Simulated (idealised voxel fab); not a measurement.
Presented below is a process module, voxel ribs on slabs.
cross-section cut | 140 nm wide | cells 5 nm
Square cells in a grid make up a cross-section in this document, and the grid is given as bands, listed from the top down, each one or more rows of cells. Quick guide to a band line: top height, bottom height (nm) up front; then every material left to right with its width in nm. Only one material and it's marked "throughout"? Then it fills the band edge to edge. And "blank" just means empty space. Heights are measured from 0, the level below which the as-received wafer is all one material; the lowest band has no bottom and continues downward, written as in "0 down". Width: "30..40" (first number = top row, second number = bottom row, same change from row to row of cells). For the purposes of this document, the phrase "identical to before" attached to a step denotes that no cell within the cross-section was modified by that step. If an empty space has no open way to the top and is at least 8 cells in size, "Enclosed cavities" lists it, written width x height at distance, where distance is measured from the left edge and every value is in nm. Where a step's line continues beyond its settings, the continuation is a remark by the simulator itself on that step. overlay nm: right-of-plan distance of the mask on a masked step; negative values mean left-of-plan.
-- Planned step list for the process
1. RECEIVE,material Si
2. DIRECTIONAL_DEP,material SiO2,thk nm 25
3. DIRECTIONAL_DEP,material polySi,thk nm 25
4. MASKED_ETCH,tone cover,mask id RIB,width nm 25,etch materials polySi,depth nm 20,overlay nm 0
5. MASKED_ETCH,tone cover,mask id SLAB,width nm 85,etch materials polySi,depth nm 5,overlay nm 0
6. FILL_DEP,material SiO2,thk nm 15
7. CMP,height nm 60
8. DIRECTIONAL_DEP,material TiN,thk nm 10
9. MASKED_ETCH,tone cover,mask id HEATER,width nm 35,etch materials TiN,depth nm 10,overlay nm 0
10. CONFORMAL_DEP,material SiO2,thk nm 5
-- as received, after step 1
- 0 down | Si throughout
- Enclosed cavities: none
-- Wafer cross-section at end of module: start and plan as shown above, one execution error
- 70 to 60 | blank (50), TiN (35), blank (55)
- 60 to 50 | SiO2 throughout
- 50 to 30 | SiO2 (55), polySi (25), SiO2 (60)
- 30 to 25 | SiO2 (25), polySi (85), SiO2 (30)
- 25 to 0 | SiO2 throughout
- 0 down | Si throughout
- Enclosed cavities: none
Deviation noted in wafer processing: not run: step 10 of the plan (skipped)
